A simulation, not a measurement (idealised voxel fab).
The document below concerns the process module designated voxel self aligned vias.
Pictured: cross-section cut, 225 nm wide, on a grid of 5 nm square cells.
The cross-sections in this document take the form of a grid made of square cells. They are written out as bands, in order from top to bottom. Each band consists of one or more rows of cells.
The band entry comprises the height of the band's top followed by the height of its bottom, expressed in nm, and subsequently the band's materials from left to right, each stated together with its width in nm. Where a single material is marked with the word "all across", that material fills the band from edge to edge. The word "air" represents empty space.
We count height from 0. Below that, the starting wafer is all one material. The lowest band never ends at the bottom but goes on down; see "0 nm and below" for how that is written.
Width "30 to 40": first value at the band's top row of cells, second value at its bottom row, equal change from row to row.
Any step labelled "changes: none" changed none of the cells in the cross-section.
Heads up: "Closed void roster" only lists the empty pockets with no open path to the top that are 8 cells or more, and it writes them as width x height at distance, distance from the left edge, in nm.
If you see something after the settings on a step's line, that's the simulator's own remark about that step.
What "overlay nm" on a step's line means: if the step has a mask, that mask lay this far to the right of its planned place, or, when the value is negative, to the left.
Each of the pairs that make up the rest of this document says: here is the cross-section before one process step, here is the cross-section after it, drawn only down to the lowest band that changed, and here, under the pair, is the step lying between them with its settings. Different pairs may come from different runs of this module on the same starting wafer, so a pair continues from the pair above it only where its entry headed "Incoming structure" says so.
Incoming structure
  45 nm to 25 nm: lowk 35 nm  TiN 5 nm  Ru 10 nm  TiN 5 nm  lowk 45 nm  TiN 5 nm  Ru 10 nm  TiN 5 nm  lowk 45 nm  TiN 5 nm  Ru 10 nm  TiN 5 nm  lowk 40 nm
  25 nm to 20 nm: lowk 35 nm  TiN 20 nm  lowk 45 nm  TiN 20 nm  lowk 45 nm  TiN 20 nm  lowk 40 nm
  20 nm to 5 nm: SiO2 all across
  5 nm to 0 nm: SiCN all across
  0 nm and below: Si all across
  Closed void roster: none
Structure After Step
  45 nm to 40 nm: lowk 35 nm  air 20 nm  lowk 45 nm  air 20 nm  lowk 45 nm  air 20 nm  lowk 40 nm
  Below 40, the layers are the same as they were.
  Closed void roster: none
Operation between the pre and post cross-sections above: SELECTIVE_ETCH | etch materials W Ru TiN | depth nm 5
Incoming structure: carried over from the after image of the pair right above.
Structure After Step
  55 nm to 45 nm: SiN all across
  45 nm to 40 nm: lowk 35 nm  SiN 20 nm  lowk 45 nm  SiN 20 nm  lowk 45 nm  SiN 20 nm  lowk 40 nm
  Below 40, the layers are the same as they were.
  Closed void roster: none
Operation between the pre and post cross-sections above: FILL_DEP | material SiN | thk nm 10
Incoming structure: carried over from the after image of the pair right above.
Structure After Step
  45 nm to 40 nm: lowk 35 nm  SiN 20 nm  lowk 45 nm  SiN 20 nm  lowk 45 nm  SiN 20 nm  lowk 40 nm
  Below 40, the layers are the same as they were.
  Closed void roster: none
Operation between the pre and post cross-sections above: CMP | height nm 45
Incoming structure: carried over from the after image of the pair right above.
Structure After Step
  60 nm to 45 nm: lowk all across
  Below 45, the layers are the same as they were.
  Closed void roster: none
Operation between the pre and post cross-sections above: DIRECTIONAL_DEP | material lowk | thk nm 15
Incoming structure: carried over from the after image of the pair right above.
Structure After Step
  75 nm to 60 nm: aC all across
  Below 60, the layers are the same as they were.
  Closed void roster: none
Operation between the pre and post cross-sections above: DIRECTIONAL_DEP | material aC | thk nm 15
Incoming structure: carried over from the after image of the pair right above.
Structure After Step
  105 nm to 75 nm: resist 25 nm  air 40 nm  resist 90 nm  air 40 nm  resist 30 nm
  Below 75, the layers are the same as they were.
  Closed void roster: none
Operation between the pre and post cross-sections above: PATTERN | tone open | mask id VIAS | material resist | width nm 40 | pitch nm 130 | thk nm 30 | overlay nm 0
Incoming structure: carried over from the after image of the pair right above.
Structure After Step
  90 nm to 75 nm: resist 25 nm  air 40 nm  resist 90 nm  air 40 nm  resist 30 nm
  75 nm to 60 nm: aC 25 nm  air 40 nm  aC 90 nm  air 40 nm  aC 30 nm
  Below 60, the layers are the same as they were.
  Closed void roster: none
Operation between the pre and post cross-sections above: DIRECTIONAL_ETCH | etch materials aC | depth nm 15
Incoming structure: carried over from the after image of the pair right above.
Structure After Step
  75 nm to 60 nm: aC 25 nm  air 40 nm  aC 90 nm  air 40 nm  aC 30 nm
  Below 60, the layers are the same as they were.
  Closed void roster: none
Operation between the pre and post cross-sections above: STRIP | etch materials resist
Incoming structure: carried over from the after image of the pair right above.
Structure After Step
  75 nm to 60 nm: aC 25 nm  air 40 nm  aC 90 nm  air 40 nm  aC 30 nm
  60 nm to 45 nm: lowk 25 nm  air 40 nm  lowk 90 nm  air 40 nm  lowk 30 nm
  Below 45, the layers are the same as they were.
  Closed void roster: none
Operation between the pre and post cross-sections above: DIRECTIONAL_ETCH | etch materials lowk | depth nm 15
Incoming structure: carried over from the after image of the pair right above.
Structure After Step
  75 nm to 60 nm: aC 25 nm  air 40 nm  aC 90 nm  air 40 nm  aC 30 nm
  60 nm to 45 nm: lowk 25 nm  air 40 nm  lowk 90 nm  air 40 nm  lowk 30 nm
  45 nm to 40 nm: lowk 35 nm  air 20 nm  lowk 45 nm  SiN 20 nm  lowk 45 nm  air 20 nm  lowk 40 nm
  Below 40, the layers are the same as they were.
  Closed void roster: none
Operation between the pre and post cross-sections above: DIRECTIONAL_ETCH | etch materials SiN | depth nm 5
Incoming structure: carried over from the after image of the pair right above.
Structure After Step
  60 nm to 45 nm: lowk 25 nm  air 40 nm  lowk 90 nm  air 40 nm  lowk 30 nm
  Below 45, the layers are the same as they were.
  Closed void roster: none
Operation between the pre and post cross-sections above: STRIP | etch materials aC
Incoming structure: carried over from the after image of the pair right above.
Structure After Step
  65 nm to 60 nm: TiN 30 nm  air 30 nm  TiN 100 nm  air 30 nm  TiN 35 nm
  60 nm to 50 nm: lowk 25 nm  TiN 5 nm  air 30 nm  TiN 5 nm  lowk 90 nm  TiN 5 nm  air 30 nm  TiN 5 nm  lowk 30 nm
  50 nm to 45 nm: lowk 25 nm  TiN 15 nm  air 10 nm  TiN 15 nm  lowk 90 nm  TiN 15 nm  air 10 nm  TiN 15 nm  lowk 30 nm
  45 nm to 40 nm: lowk 35 nm  TiN 20 nm  lowk 45 nm  SiN 20 nm  lowk 45 nm  TiN 20 nm  lowk 40 nm
  Below 40, the layers are the same as they were.
  Closed void roster: none
Operation between the pre and post cross-sections above: CONFORMAL_DEP | material TiN | thk nm 5
Incoming structure: carried over from the after image of the pair right above.
Structure After Step
  70 nm to 65 nm: Cu all across
  65 nm to 60 nm: TiN 30 nm  Cu 30 nm  TiN 100 nm  Cu 30 nm  TiN 35 nm
  60 nm to 50 nm: lowk 25 nm  TiN 5 nm  Cu 30 nm  TiN 5 nm  lowk 90 nm  TiN 5 nm  Cu 30 nm  TiN 5 nm  lowk 30 nm
  50 nm to 45 nm: lowk 25 nm  TiN 15 nm  Cu 10 nm  TiN 15 nm  lowk 90 nm  TiN 15 nm  Cu 10 nm  TiN 15 nm  lowk 30 nm
  Below 45, the layers are the same as they were.
  Closed void roster: none
Operation between the pre and post cross-sections above: FILL_DEP | material Cu | thk nm 5
Incoming structure: carried over from the after image of the pair right above.
Structure After Step
  60 nm to 50 nm: lowk 25 nm  TiN 5 nm  Cu 30 nm  TiN 5 nm  lowk 90 nm  TiN 5 nm  Cu 30 nm  TiN 5 nm  lowk 30 nm
  Below 50, the layers are the same as they were.
  Closed void roster: none
Operation between the pre and post cross-sections above: CMP | height nm 60
Incoming structure: carried over from the after image of the pair right above.
Structure After Step
  65 nm to 60 nm: SiN all across
  Below 60, the layers are the same as they were.
  Closed void roster: none
Operation between the pre and post cross-sections above: CONFORMAL_DEP | material SiN | thk nm 5
Incoming structure
  70 nm to 65 nm: Cu all across
  65 nm to 60 nm: TiN 30 nm  Cu 30 nm  TiN 100 nm  Cu 30 nm  TiN 35 nm
  60 nm to 50 nm: lowk 25 nm  TiN 5 nm  Cu 30 nm  TiN 5 nm  lowk 90 nm  TiN 5 nm  Cu 30 nm  TiN 5 nm  lowk 30 nm
  50 nm to 45 nm: lowk 25 nm  TiN 15 nm  Cu 10 nm  TiN 15 nm  lowk 90 nm  TiN 15 nm  Cu 10 nm  TiN 15 nm  lowk 30 nm
  45 nm to 40 nm: lowk 35 nm  TiN 20 nm  lowk 45 nm  SiN 20 nm  lowk 45 nm  TiN 20 nm  lowk 40 nm
  40 nm to 25 nm: lowk 35 nm  TiN 5 nm  Ru 10 nm  TiN 5 nm  lowk 45 nm  TiN 5 nm  Ru 10 nm  TiN 5 nm  lowk 45 nm  TiN 5 nm  Ru 10 nm  TiN 5 nm  lowk 40 nm
  25 nm to 20 nm: lowk 35 nm  TiN 20 nm  lowk 45 nm  TiN 20 nm  lowk 45 nm  TiN 20 nm  lowk 40 nm
  20 nm to 15 nm: SiCN all across
  15 nm to 0 nm: SiO2 all across
  0 nm and below: Si all across
  Closed void roster: none
Structure After Step
  55 nm to 45 nm: lowk 25 nm  TiN 5 to 15 nm  Cu 30 to 10 nm  TiN 5 to 15 nm  lowk 90 nm  TiN 5 to 15 nm  Cu 30 to 10 nm  TiN 5 to 15 nm  lowk 30 nm
  Below 45, the layers are the same as they were.
  Closed void roster: none
Operation between the pre and post cross-sections above: CMP | height nm 55
Incoming structure: carried over from the after image of the pair right above.
Structure After Step
  60 nm to 55 nm: SiN all across
  Below 55, the layers are the same as they were.
  Closed void roster: none
Operation between the pre and post cross-sections above: CONFORMAL_DEP | material SiN | thk nm 5
Incoming structure
  75 nm to 60 nm: aC all across
  60 nm to 45 nm: lowk all across
  45 nm to 40 nm: lowk 35 nm  SiN 20 nm  lowk 45 nm  SiN 20 nm  lowk 45 nm  SiN 20 nm  lowk 40 nm
  40 nm to 25 nm: lowk 35 nm  TiN 5 nm  Ru 10 nm  TiN 5 nm  lowk 45 nm  TiN 5 nm  Ru 10 nm  TiN 5 nm  lowk 45 nm  TiN 5 nm  Ru 10 nm  TiN 5 nm  lowk 40 nm
  25 nm to 20 nm: lowk 35 nm  TiN 20 nm  lowk 45 nm  TiN 20 nm  lowk 45 nm  TiN 20 nm  lowk 40 nm
  20 nm to 15 nm: SiCN all across
  15 nm to 0 nm: SiO2 all across
  0 nm and below: Si all across
  Closed void roster: none
Structure After Step
  105 nm to 75 nm: resist 30 nm  air 30 nm  resist 100 nm  air 30 nm  resist 35 nm
  Below 75, the layers are the same as they were.
  Closed void roster: none
Operation between the pre and post cross-sections above: PATTERN | tone open | mask id VIAS | material resist | width nm 30 | pitch nm 130 | thk nm 30 | overlay nm 0
Incoming structure: carried over from the after image of the pair right above.
Structure After Step
  90 nm to 75 nm: resist 30 nm  air 30 nm  resist 100 nm  air 30 nm  resist 35 nm
  75 nm to 60 nm: aC 30 nm  air 30 nm  aC 100 nm  air 30 nm  aC 35 nm
  Below 60, the layers are the same as they were.
  Closed void roster: none
Operation between the pre and post cross-sections above: DIRECTIONAL_ETCH | etch materials aC | depth nm 15
Incoming structure: carried over from the after image of the pair right above.
Structure After Step
  75 nm to 60 nm: aC 30 nm  air 30 nm  aC 100 nm  air 30 nm  aC 35 nm
  Below 60, the layers are the same as they were.
  Closed void roster: none
Operation between the pre and post cross-sections above: STRIP | etch materials resist
Incoming structure: carried over from the after image of the pair right above.
Structure After Step
  75 nm to 60 nm: aC 30 nm  air 30 nm  aC 100 nm  air 30 nm  aC 35 nm
  60 nm to 45 nm: lowk 30 nm  air 30 nm  lowk 100 nm  air 30 nm  lowk 35 nm
  Below 45, the layers are the same as they were.
  Closed void roster: none
Operation between the pre and post cross-sections above: DIRECTIONAL_ETCH | etch materials lowk | depth nm 15
Incoming structure: carried over from the after image of the pair right above.
Structure After Step
  75 nm to 60 nm: aC 30 nm  air 30 nm  aC 100 nm  air 30 nm  aC 35 nm
  60 nm to 45 nm: lowk 30 nm  air 30 nm  lowk 100 nm  air 30 nm  lowk 35 nm
  45 nm to 40 nm: lowk 35 nm  air 20 nm  lowk 45 nm  SiN 20 nm  lowk 45 nm  air 20 nm  lowk 40 nm
  Below 40, the layers are the same as they were.
  Closed void roster: none
Operation between the pre and post cross-sections above: DIRECTIONAL_ETCH | etch materials SiN | depth nm 5
Incoming structure: carried over from the after image of the pair right above.
Structure After Step
  60 nm to 45 nm: lowk 30 nm  air 30 nm  lowk 100 nm  air 30 nm  lowk 35 nm
  Below 45, the layers are the same as they were.
  Closed void roster: none
Operation between the pre and post cross-sections above: STRIP | etch materials aC
Incoming structure: carried over from the after image of the pair right above.
Structure After Step
  65 nm to 60 nm: TiN 35 nm  air 20 nm  TiN 110 nm  air 20 nm  TiN 40 nm
  60 nm to 50 nm: lowk 30 nm  TiN 5 nm  air 20 nm  TiN 5 nm  lowk 100 nm  TiN 5 nm  air 20 nm  TiN 5 nm  lowk 35 nm
  50 nm to 45 nm: lowk 30 nm  TiN 10 nm  air 10 nm  TiN 10 nm  lowk 100 nm  TiN 10 nm  air 10 nm  TiN 10 nm  lowk 35 nm
  45 nm to 40 nm: lowk 35 nm  TiN 20 nm  lowk 45 nm  SiN 20 nm  lowk 45 nm  TiN 20 nm  lowk 40 nm
  Below 40, the layers are the same as they were.
  Closed void roster: none
Operation between the pre and post cross-sections above: CONFORMAL_DEP | material TiN | thk nm 5
Incoming structure: carried over from the after image of the pair right above.
Structure After Step
  70 nm to 65 nm: Cu all across
  65 nm to 60 nm: TiN 35 nm  Cu 20 nm  TiN 110 nm  Cu 20 nm  TiN 40 nm
  60 nm to 50 nm: lowk 30 nm  TiN 5 nm  Cu 20 nm  TiN 5 nm  lowk 100 nm  TiN 5 nm  Cu 20 nm  TiN 5 nm  lowk 35 nm
  50 nm to 45 nm: lowk 30 nm  TiN 10 nm  Cu 10 nm  TiN 10 nm  lowk 100 nm  TiN 10 nm  Cu 10 nm  TiN 10 nm  lowk 35 nm
  Below 45, the layers are the same as they were.
  Closed void roster: none
Operation between the pre and post cross-sections above: FILL_DEP | material Cu | thk nm 5
Incoming structure: carried over from the after image of the pair right above.
Structure After Step
  60 nm to 50 nm: lowk 30 nm  TiN 5 nm  Cu 20 nm  TiN 5 nm  lowk 100 nm  TiN 5 nm  Cu 20 nm  TiN 5 nm  lowk 35 nm
  Below 50, the layers are the same as they were.
  Closed void roster: none
Operation between the pre and post cross-sections above: CMP | height nm 60
Incoming structure: carried over from the after image of the pair right above.
Structure After Step
  65 nm to 60 nm: SiN all across
  Below 60, the layers are the same as they were.
  Closed void roster: none
Operation between the pre and post cross-sections above: CONFORMAL_DEP | material SiN | thk nm 5
Incoming structure
  75 nm to 60 nm: aC all across
  60 nm to 45 nm: lowk all across
  45 nm to 40 nm: lowk 35 nm  SiN 20 nm  lowk 45 nm  SiN 20 nm  lowk 45 nm  SiN 20 nm  lowk 40 nm
  40 nm to 25 nm: lowk 35 nm  TiN 5 nm  Ru 10 nm  TiN 5 nm  lowk 45 nm  TiN 5 nm  Ru 10 nm  TiN 5 nm  lowk 45 nm  TiN 5 nm  Ru 10 nm  TiN 5 nm  lowk 40 nm
  25 nm to 20 nm: lowk 35 nm  TiN 20 nm  lowk 45 nm  TiN 20 nm  lowk 45 nm  TiN 20 nm  lowk 40 nm
  20 nm to 15 nm: SiCN all across
  15 nm to 0 nm: SiO2 all across
  0 nm and below: Si all across
  Closed void roster: none
Structure After Step
  105 nm to 75 nm: resist 20 nm  air 40 nm  resist 90 nm  air 40 nm  resist 35 nm
  Below 75, the layers are the same as they were.
  Closed void roster: none
Operation between the pre and post cross-sections above: PATTERN | tone open | mask id VIAS | material resist | width nm 40 | pitch nm 130 | thk nm 30 | overlay nm -5
Incoming structure: carried over from the after image of the pair right above.
Structure After Step
  90 nm to 75 nm: resist 20 nm  air 40 nm  resist 90 nm  air 40 nm  resist 35 nm
  75 nm to 60 nm: aC 20 nm  air 40 nm  aC 90 nm  air 40 nm  aC 35 nm
  Below 60, the layers are the same as they were.
  Closed void roster: none
Operation between the pre and post cross-sections above: DIRECTIONAL_ETCH | etch materials aC | depth nm 15
Incoming structure: carried over from the after image of the pair right above.
Structure After Step
  75 nm to 60 nm: aC 20 nm  air 40 nm  aC 90 nm  air 40 nm  aC 35 nm
  Below 60, the layers are the same as they were.
  Closed void roster: none
Operation between the pre and post cross-sections above: STRIP | etch materials resist
Incoming structure: carried over from the after image of the pair right above.
Structure After Step
  75 nm to 60 nm: aC 20 nm  air 40 nm  aC 90 nm  air 40 nm  aC 35 nm
  60 nm to 45 nm: lowk 20 nm  air 40 nm  lowk 90 nm  air 40 nm  lowk 35 nm
  Below 45, the layers are the same as they were.
  Closed void roster: none
Operation between the pre and post cross-sections above: DIRECTIONAL_ETCH | etch materials lowk | depth nm 15
Incoming structure: carried over from the after image of the pair right above.
Structure After Step
  75 nm to 60 nm: aC 20 nm  air 40 nm  aC 90 nm  air 40 nm  aC 35 nm
  60 nm to 45 nm: lowk 20 nm  air 40 nm  lowk 90 nm  air 40 nm  lowk 35 nm
  45 nm to 40 nm: lowk 35 nm  air 20 nm  lowk 45 nm  SiN 20 nm  lowk 45 nm  air 20 nm  lowk 40 nm
  Below 40, the layers are the same as they were.
  Closed void roster: none
Operation between the pre and post cross-sections above: DIRECTIONAL_ETCH | etch materials SiN | depth nm 5
Incoming structure: carried over from the after image of the pair right above.
Structure After Step
  60 nm to 45 nm: lowk 20 nm  air 40 nm  lowk 90 nm  air 40 nm  lowk 35 nm
  Below 45, the layers are the same as they were.
  Closed void roster: none
Operation between the pre and post cross-sections above: STRIP | etch materials aC
Incoming structure: carried over from the after image of the pair right above.
Structure After Step
  65 nm to 60 nm: TiN 25 nm  air 30 nm  TiN 100 nm  air 30 nm  TiN 40 nm
  60 nm to 50 nm: lowk 20 nm  TiN 5 nm  air 30 nm  TiN 5 nm  lowk 90 nm  TiN 5 nm  air 30 nm  TiN 5 nm  lowk 35 nm
  50 nm to 45 nm: lowk 20 nm  TiN 20 nm  air 10 nm  TiN 10 nm  lowk 90 nm  TiN 20 nm  air 10 nm  TiN 10 nm  lowk 35 nm
  45 nm to 40 nm: lowk 35 nm  TiN 20 nm  lowk 45 nm  SiN 20 nm  lowk 45 nm  TiN 20 nm  lowk 40 nm
  Below 40, the layers are the same as they were.
  Closed void roster: none
Operation between the pre and post cross-sections above: CONFORMAL_DEP | material TiN | thk nm 5
Incoming structure: carried over from the after image of the pair right above.
Structure After Step
  70 nm to 65 nm: Cu all across
  65 nm to 60 nm: TiN 25 nm  Cu 30 nm  TiN 100 nm  Cu 30 nm  TiN 40 nm
  60 nm to 50 nm: lowk 20 nm  TiN 5 nm  Cu 30 nm  TiN 5 nm  lowk 90 nm  TiN 5 nm  Cu 30 nm  TiN 5 nm  lowk 35 nm
  50 nm to 45 nm: lowk 20 nm  TiN 20 nm  Cu 10 nm  TiN 10 nm  lowk 90 nm  TiN 20 nm  Cu 10 nm  TiN 10 nm  lowk 35 nm
  Below 45, the layers are the same as they were.
  Closed void roster: none
Operation between the pre and post cross-sections above: FILL_DEP | material Cu | thk nm 5
Incoming structure: carried over from the after image of the pair right above.
Structure After Step
  60 nm to 50 nm: lowk 20 nm  TiN 5 nm  Cu 30 nm  TiN 5 nm  lowk 90 nm  TiN 5 nm  Cu 30 nm  TiN 5 nm  lowk 35 nm
  Below 50, the layers are the same as they were.
  Closed void roster: none
Operation between the pre and post cross-sections above: CMP | height nm 60
Incoming structure: carried over from the after image of the pair right above.
Structure After Step
  65 nm to 60 nm: SiN all across
  Below 60, the layers are the same as they were.
  Closed void roster: none
Operation between the pre and post cross-sections above: CONFORMAL_DEP | material SiN | thk nm 5
Incoming structure
  75 nm to 60 nm: aC 25 nm  air 40 nm  aC 90 nm  air 40 nm  aC 30 nm
  60 nm to 45 nm: lowk 25 nm  air 40 nm  lowk 90 nm  air 40 nm  lowk 30 nm
  45 nm to 40 nm: lowk 35 nm  air 20 nm  lowk 45 nm  SiN 20 nm  lowk 45 nm  air 20 nm  lowk 40 nm
  40 nm to 25 nm: lowk 35 nm  TiN 5 nm  Ru 10 nm  TiN 5 nm  lowk 45 nm  TiN 5 nm  Ru 10 nm  TiN 5 nm  lowk 45 nm  TiN 5 nm  Ru 10 nm  TiN 5 nm  lowk 40 nm
  25 nm to 20 nm: lowk 35 nm  TiN 20 nm  lowk 45 nm  TiN 20 nm  lowk 45 nm  TiN 20 nm  lowk 40 nm
  20 nm to 15 nm: SiCN all across
  15 nm to 0 nm: SiO2 all across
  0 nm and below: Si all across
  Closed void roster: none
Structure After Step
  75 nm to 60 nm: aC 25 nm  air 40 nm  aC 90 nm  air 40 nm  aC 30 nm
  60 nm to 45 nm: lowk 25 nm  air 40 nm  lowk 90 nm  air 40 nm  lowk 30 nm
  45 nm to 40 nm: lowk 35 nm  air 20 nm  lowk 45 nm  SiN 20 nm  lowk 45 nm  air 20 nm  lowk 40 nm
  40 nm to 25 nm: lowk 35 nm  TiN 5 nm  air 10 nm  TiN 5 nm  lowk 45 nm  TiN 5 nm  Ru 10 nm  TiN 5 nm  lowk 45 nm  TiN 5 nm  air 10 nm  TiN 5 nm  lowk 40 nm
  Below 25, the layers are the same as they were.
  Closed void roster: none
Operation between the pre and post cross-sections above: STRIP | etch materials Ru
Incoming structure: carried over from the after image of the pair right above.
Structure After Step
  80 nm to 75 nm: TiN 30 nm  air 30 nm  TiN 100 nm  air 30 nm  TiN 35 nm
  75 nm to 60 nm: aC 25 nm  TiN 5 nm  air 30 nm  TiN 5 nm  aC 90 nm  TiN 5 nm  air 30 nm  TiN 5 nm  aC 30 nm
  60 nm to 50 nm: lowk 25 nm  TiN 5 nm  air 30 nm  TiN 5 nm  lowk 90 nm  TiN 5 nm  air 30 nm  TiN 5 nm  lowk 30 nm
  50 nm to 45 nm: lowk 25 nm  TiN 15 nm  air 10 nm  TiN 15 nm  lowk 90 nm  TiN 15 nm  air 10 nm  TiN 15 nm  lowk 30 nm
  45 nm to 40 nm: lowk 35 nm  TiN 20 nm  lowk 45 nm  SiN 20 nm  lowk 45 nm  TiN 20 nm  lowk 40 nm
  40 nm to 25 nm: lowk 35 nm  TiN 20 nm  lowk 45 nm  TiN 5 nm  Ru 10 nm  TiN 5 nm  lowk 45 nm  TiN 20 nm  lowk 40 nm
  Below 25, the layers are the same as they were.
  Closed void roster: none
Operation between the pre and post cross-sections above: CONFORMAL_DEP | material TiN | thk nm 5
Incoming structure: carried over from the after image of the pair right above.
Structure After Step
  85 nm to 80 nm: Cu all across
  80 nm to 75 nm: TiN 30 nm  Cu 30 nm  TiN 100 nm  Cu 30 nm  TiN 35 nm
  75 nm to 60 nm: aC 25 nm  TiN 5 nm  Cu 30 nm  TiN 5 nm  aC 90 nm  TiN 5 nm  Cu 30 nm  TiN 5 nm  aC 30 nm
  60 nm to 50 nm: lowk 25 nm  TiN 5 nm  Cu 30 nm  TiN 5 nm  lowk 90 nm  TiN 5 nm  Cu 30 nm  TiN 5 nm  lowk 30 nm
  50 nm to 45 nm: lowk 25 nm  TiN 15 nm  Cu 10 nm  TiN 15 nm  lowk 90 nm  TiN 15 nm  Cu 10 nm  TiN 15 nm  lowk 30 nm
  Below 45, the layers are the same as they were.
  Closed void roster: none
Operation between the pre and post cross-sections above: FILL_DEP | material Cu | thk nm 5
Incoming structure: carried over from the after image of the pair right above.
Structure After Step
  60 nm to 50 nm: lowk 25 nm  TiN 5 nm  Cu 30 nm  TiN 5 nm  lowk 90 nm  TiN 5 nm  Cu 30 nm  TiN 5 nm  lowk 30 nm
  Below 50, the layers are the same as they were.
  Closed void roster: none
Operation between the pre and post cross-sections above: CMP | height nm 60
Incoming structure: carried over from the after image of the pair right above.
Structure After Step
  65 nm to 60 nm: SiN all across
  Below 60, the layers are the same as they were.
  Closed void roster: none
Operation between the pre and post cross-sections above: CONFORMAL_DEP | material SiN | thk nm 5
Incoming structure
  55 nm to 45 nm: aC all across
  45 nm to 20 nm: lowk all across
  20 nm to 15 nm: SiCN all across
  15 nm to 0 nm: SiO2 all across
  0 nm and below: Si all across
  Closed void roster: none
Structure After Step
  80 nm to 55 nm: air 35 nm  resist 20 nm  air 45 nm  resist 20 nm  air 45 nm  resist 20 nm  air 40 nm
  Below 55, the layers are the same as they were.
  Closed void roster: none
Operation between the pre and post cross-sections above: PATTERN | tone cover | mask id LINES | material resist | width nm 20 | pitch nm 65 | thk nm 25 | overlay nm 0
Incoming structure: carried over from the after image of the pair right above.
Structure After Step
  70 nm to 55 nm: air 35 nm  resist 20 nm  air 45 nm  resist 20 nm  air 45 nm  resist 20 nm  air 40 nm
  55 nm to 45 nm: air 35 nm  aC 20 nm  air 45 nm  aC 20 nm  air 45 nm  aC 20 nm  air 40 nm
  Below 45, the layers are the same as they were.
  Closed void roster: none
Operation between the pre and post cross-sections above: DIRECTIONAL_ETCH | etch materials aC | depth nm 10
Incoming structure: carried over from the after image of the pair right above.
Structure After Step
  55 nm to 45 nm: air 35 nm  aC 20 nm  air 45 nm  aC 20 nm  air 45 nm  aC 20 nm  air 40 nm
  Below 45, the layers are the same as they were.
  Closed void roster: none
Operation between the pre and post cross-sections above: STRIP | etch materials resist
Incoming structure: carried over from the after image of the pair right above.
Structure After Step
  55 nm to 45 nm: air 35 nm  aC 20 nm  air 45 nm  aC 20 nm  air 45 nm  aC 20 nm  air 40 nm
  45 nm to 20 nm: air 35 nm  lowk 20 nm  air 45 nm  lowk 20 nm  air 45 nm  lowk 20 nm  air 40 nm
  Below 20, the layers are the same as they were.
  Closed void roster: none
Operation between the pre and post cross-sections above: DIRECTIONAL_ETCH | etch materials lowk | depth nm 25
Incoming structure: carried over from the after image of the pair right above.
Structure After Step
  45 nm to 20 nm: air 35 nm  lowk 20 nm  air 45 nm  lowk 20 nm  air 45 nm  lowk 20 nm  air 40 nm
  Below 20, the layers are the same as they were.
  Closed void roster: none
Operation between the pre and post cross-sections above: STRIP | etch materials aC
Incoming structure: carried over from the after image of the pair right above.
Structure After Step
  50 nm to 45 nm: air 30 nm  TiN 30 nm  air 35 nm  TiN 30 nm  air 35 nm  TiN 30 nm  air 35 nm
  45 nm to 25 nm: air 30 nm  TiN 5 nm  lowk 20 nm  TiN 5 nm  air 35 nm  TiN 5 nm  lowk 20 nm  TiN 5 nm  air 35 nm  TiN 5 nm  lowk 20 nm  TiN 5 nm  air 35 nm
  25 nm to 20 nm: TiN 35 nm  lowk 20 nm  TiN 45 nm  lowk 20 nm  TiN 45 nm  lowk 20 nm  TiN 40 nm
  Below 20, the layers are the same as they were.
  Closed void roster: none
Operation between the pre and post cross-sections above: CONFORMAL_DEP | material TiN | thk nm 5
Incoming structure: carried over from the after image of the pair right above.
Structure After Step
  60 nm to 50 nm: Ru all across
  50 nm to 45 nm: Ru 30 nm  TiN 30 nm  Ru 35 nm  TiN 30 nm  Ru 35 nm  TiN 30 nm  Ru 35 nm
  45 nm to 25 nm: Ru 30 nm  TiN 5 nm  lowk 20 nm  TiN 5 nm  Ru 35 nm  TiN 5 nm  lowk 20 nm  TiN 5 nm  Ru 35 nm  TiN 5 nm  lowk 20 nm  TiN 5 nm  Ru 35 nm
  Below 25, the layers are the same as they were.
  Closed void roster: none
Operation between the pre and post cross-sections above: FILL_DEP | material Ru | thk nm 10
Incoming structure: carried over from the after image of the pair right above.
Structure After Step
  45 nm to 25 nm: Ru 30 nm  TiN 5 nm  lowk 20 nm  TiN 5 nm  Ru 35 nm  TiN 5 nm  lowk 20 nm  TiN 5 nm  Ru 35 nm  TiN 5 nm  lowk 20 nm  TiN 5 nm  Ru 35 nm
  Below 25, the layers are the same as they were.
  Closed void roster: none
Operation between the pre and post cross-sections above: CMP | height nm 45
Incoming structure: carried over from the after image of the pair right above.
Structure After Step
  45 nm to 40 nm: air 35 nm  lowk 20 nm  air 45 nm  lowk 20 nm  air 45 nm  lowk 20 nm  air 40 nm
  Below 40, the layers are the same as they were.
  Closed void roster: none
Operation between the pre and post cross-sections above: SELECTIVE_ETCH | etch materials W Ru TiN | depth nm 5
Incoming structure: carried over from the after image of the pair right above.
Structure After Step
  55 nm to 45 nm: SiN all across
  45 nm to 40 nm: SiN 35 nm  lowk 20 nm  SiN 45 nm  lowk 20 nm  SiN 45 nm  lowk 20 nm  SiN 40 nm
  Below 40, the layers are the same as they were.
  Closed void roster: none
Operation between the pre and post cross-sections above: FILL_DEP | material SiN | thk nm 10
Incoming structure: carried over from the after image of the pair right above.
Structure After Step
  45 nm to 40 nm: SiN 35 nm  lowk 20 nm  SiN 45 nm  lowk 20 nm  SiN 45 nm  lowk 20 nm  SiN 40 nm
  Below 40, the layers are the same as they were.
  Closed void roster: none
Operation between the pre and post cross-sections above: CMP | height nm 45
Incoming structure: carried over from the after image of the pair right above.
Structure After Step
  60 nm to 45 nm: lowk all across
  Below 45, the layers are the same as they were.
  Closed void roster: none
Operation between the pre and post cross-sections above: DIRECTIONAL_DEP | material lowk | thk nm 15
Incoming structure: carried over from the after image of the pair right above.
Structure After Step
  75 nm to 60 nm: aC all across
  Below 60, the layers are the same as they were.
  Closed void roster: none
Operation between the pre and post cross-sections above: DIRECTIONAL_DEP | material aC | thk nm 15
Incoming structure: carried over from the after image of the pair right above.
Structure After Step
  105 nm to 75 nm: resist 25 nm  air 40 nm  resist 90 nm  air 40 nm  resist 30 nm
  Below 75, the layers are the same as they were.
  Closed void roster: none
Operation between the pre and post cross-sections above: PATTERN | tone open | mask id VIAS | material resist | width nm 40 | pitch nm 130 | thk nm 30 | overlay nm 0
Incoming structure: carried over from the after image of the pair right above.
Structure After Step
  90 nm to 75 nm: resist 25 nm  air 40 nm  resist 90 nm  air 40 nm  resist 30 nm
  75 nm to 60 nm: aC 25 nm  air 40 nm  aC 90 nm  air 40 nm  aC 30 nm
  Below 60, the layers are the same as they were.
  Closed void roster: none
Operation between the pre and post cross-sections above: DIRECTIONAL_ETCH | etch materials aC | depth nm 15
Incoming structure: carried over from the after image of the pair right above.
Structure After Step
  75 nm to 60 nm: aC 25 nm  air 40 nm  aC 90 nm  air 40 nm  aC 30 nm
  Below 60, the layers are the same as they were.
  Closed void roster: none
Operation between the pre and post cross-sections above: STRIP | etch materials resist
Incoming structure: carried over from the after image of the pair right above.
Structure After Step
  75 nm to 60 nm: aC 25 nm  air 40 nm  aC 90 nm  air 40 nm  aC 30 nm
  60 nm to 45 nm: lowk 25 nm  air 40 nm  lowk 90 nm  air 40 nm  lowk 30 nm
  Below 45, the layers are the same as they were.
  Closed void roster: none
Operation between the pre and post cross-sections above: DIRECTIONAL_ETCH | etch materials lowk | depth nm 15
